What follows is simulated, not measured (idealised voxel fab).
Process module in this document: voxel capacitor over wiring
Cross-sectional view cut (width: 270 nm; square cell size: 5 nm).
A cross-section is a grid of square cells, given in bands from the top down. A band is one or more rows of cells. Look at the band entry: it leads with the top's height and the bottom's height in nm. Then it lists the materials left to right, with a width in nm for each. The word "throughout" on a single material says that material fills the band edge to edge. The word "empty" is empty space. Heights from 0 (as-received wafer is one material below). Bottom band endless downward, as "0 nm and below". Quick explanation for "30->40": the width changes in equal steps down the rows of cells, from the first number in the band's top row to the second number in its bottom row. For the purposes of this document, the phrase "no change occurred" attached to a step denotes that no cell within the cross-section was modified by that step. If an empty space has no open way to the top and is at least 8 cells in size, "Tabulated closed voids" lists it, written width x height at distance, where distance is measured from the left edge and every value is in nm. Read whatever lies past the settings on a step's line as the simulator's own remark about the step. overlay nm: where the mask lay relative to plan, measured to the right, on steps with a mask; negatives go left.

Process steps foreseen in the plan:
- 1: op RECEIVE | material Si
- 2: op CONFORMAL_DEP | material SiO2 | thk nm 15
- 3: op DIRECTIONAL_DEP | material TiN | thk nm 5
- 4: op DIRECTIONAL_DEP | material Ru | thk nm 25
- 5: op PATTERN | tone cover | mask id METAL_1 | material resist | width nm 20 | pitch nm 75 | thk nm 15 | overlay nm 0
- 6: op DIRECTIONAL_ETCH | etch materials Ru | depth nm 25
- 7: op DIRECTIONAL_ETCH | etch materials TiN | depth nm 5
- 8: op STRIP | etch materials resist
- 9: op CONFORMAL_DEP | material SiN | thk nm 5
- 10: op FILL_DEP | material lowk | thk nm 10
- 11: op CMP | height nm 45
- 12: op CONFORMAL_DEP | material SiCN | thk nm 5
- 13: op DIRECTIONAL_DEP | material lowk | thk nm 10
- 14: op DIRECTIONAL_DEP | material aC | thk nm 10
- 15: op PATTERN | tone open | mask id PLUG_1 | material resist | width nm 15 | thk nm 25 | overlay nm 0
- 16: op DIRECTIONAL_ETCH | etch materials aC | depth nm 10
- 17: op STRIP | etch materials resist
- 18: op DIRECTIONAL_ETCH | etch materials lowk | depth nm 10
- 19: op DIRECTIONAL_ETCH | etch materials SiCN | depth nm 5
- 20: op STRIP | etch materials aC
- 21: op CONFORMAL_DEP | material TiN | thk nm 5
- 22: op FILL_DEP | material Ru | thk nm 10
- 23: op CMP | height nm 60
- 24: op DIRECTIONAL_DEP | material TiN | thk nm 10
- 25: op DIRECTIONAL_DEP | material SiN | thk nm 5
- 26: op DIRECTIONAL_DEP | material TiN | thk nm 10
- 27: op PATTERN | tone cover | mask id UPPER_PLATE | material resist | width nm 60 | thk nm 20 | overlay nm 0
- 28: op DIRECTIONAL_ETCH | etch materials TiN | depth nm 10
- 29: op DIRECTIONAL_ETCH | etch materials SiN | depth nm 5
- 30: op STRIP | etch materials resist
- 31: op MASKED_ETCH | tone cover | mask id LOWER_PLATE | width nm 70 | etch materials TiN | depth nm 10 | overlay nm 0
- 32: op FILL_DEP | material SiO2 | thk nm 20
- 33: op CMP | height nm 100
- 34: op DIRECTIONAL_DEP | material aC | thk nm 10
- 35: op PATTERN | tone open | mask id PLUG_2 | material resist | width nm 15 | thk nm 25 | overlay nm 0
- 36: op DIRECTIONAL_ETCH | etch materials aC | depth nm 10
- 37: op STRIP | etch materials resist
- 38: op DIRECTIONAL_ETCH | etch materials SiO2 | depth nm 15
- 39: op STRIP | etch materials aC
- 40: op CONFORMAL_DEP | material TiN | thk nm 5
- 41: op FILL_DEP | material Ru | thk nm 10
- 42: op CMP | height nm 100
- 43: op CONFORMAL_DEP | material SiN | thk nm 5

Received-state cross-section, reflecting completion of step 1:
* 0 nm and below  Si throughout
* Tabulated closed voids: none

Cross-sectional image of the first of two wafers at the end of the module, the run having proceeded as planned:
* 105 nm to 100 nm  SiN throughout
* 100 nm to 90 nm  SiO2 100 nm  TiN 5 nm  Ru 5 nm  TiN 5 nm  SiO2 155 nm
* 90 nm to 85 nm  SiO2 100 nm  TiN 15 nm  SiO2 155 nm
* 85 nm to 75 nm  SiO2 90 nm  TiN 60 nm  SiO2 120 nm
* 75 nm to 70 nm  SiO2 90 nm  SiN 60 nm  SiO2 120 nm
* 70 nm to 60 nm  SiO2 85 nm  TiN 70 nm  SiO2 115 nm
* 60 nm to 50 nm  lowk 90 nm  TiN 5 nm  Ru 5 nm  TiN 5 nm  lowk 165 nm
* 50 nm to 45 nm  SiCN 90 nm  TiN 15 nm  SiCN 165 nm
* 45 nm to 20 nm  lowk 80 nm  SiN 5 nm  Ru 20 nm  SiN 5 nm  lowk 45 nm  SiN 5 nm  Ru 20 nm  SiN 5 nm  lowk 85 nm
* 20 nm to 15 nm  SiN 85 nm  TiN 20 nm  SiN 55 nm  TiN 20 nm  SiN 90 nm
* 15 nm to 0 nm  SiO2 throughout
* 0 nm and below  Si throughout
* Tabulated closed voids: none

Second wafer cross-section at end of module - shared start and plan with the first, one mistake in the run:
* 105 nm to 100 nm  SiN throughout
* 100 nm to 90 nm  SiO2 100 nm  SiN 5 nm  Ru 5 nm  SiN 5 nm  SiO2 155 nm
* 90 nm to 85 nm  SiO2 100 nm  SiN 15 nm  SiO2 155 nm
* 85 nm to 75 nm  SiO2 90 nm  TiN 60 nm  SiO2 120 nm
* 75 nm to 70 nm  SiO2 90 nm  SiN 60 nm  SiO2 120 nm
* 70 nm to 60 nm  SiO2 85 nm  TiN 70 nm  SiO2 115 nm
* 60 nm to 50 nm  lowk 90 nm  TiN 5 nm  Ru 5 nm  TiN 5 nm  lowk 165 nm
* 50 nm to 45 nm  SiCN 90 nm  TiN 15 nm  SiCN 165 nm
* 45 nm to 20 nm  lowk 80 nm  SiN 5 nm  Ru 20 nm  SiN 5 nm  lowk 45 nm  SiN 5 nm  Ru 20 nm  SiN 5 nm  lowk 85 nm
* 20 nm to 15 nm  SiN 85 nm  TiN 20 nm  SiN 55 nm  TiN 20 nm  SiN 90 nm
* 15 nm to 0 nm  SiO2 throughout
* 0 nm and below  Si throughout
* Tabulated closed voids: none
What was done differently from what was planned? heads up, step 40 didn't go per plan, it actually ran as op CONFORMAL_DEP | material SiN | thk nm 5
It is noted that, at the conclusion of processing, the second wafer exhibits a higher or lower cell count for certain materials relative to the first: 7 more of SiN | 7 fewer of TiN
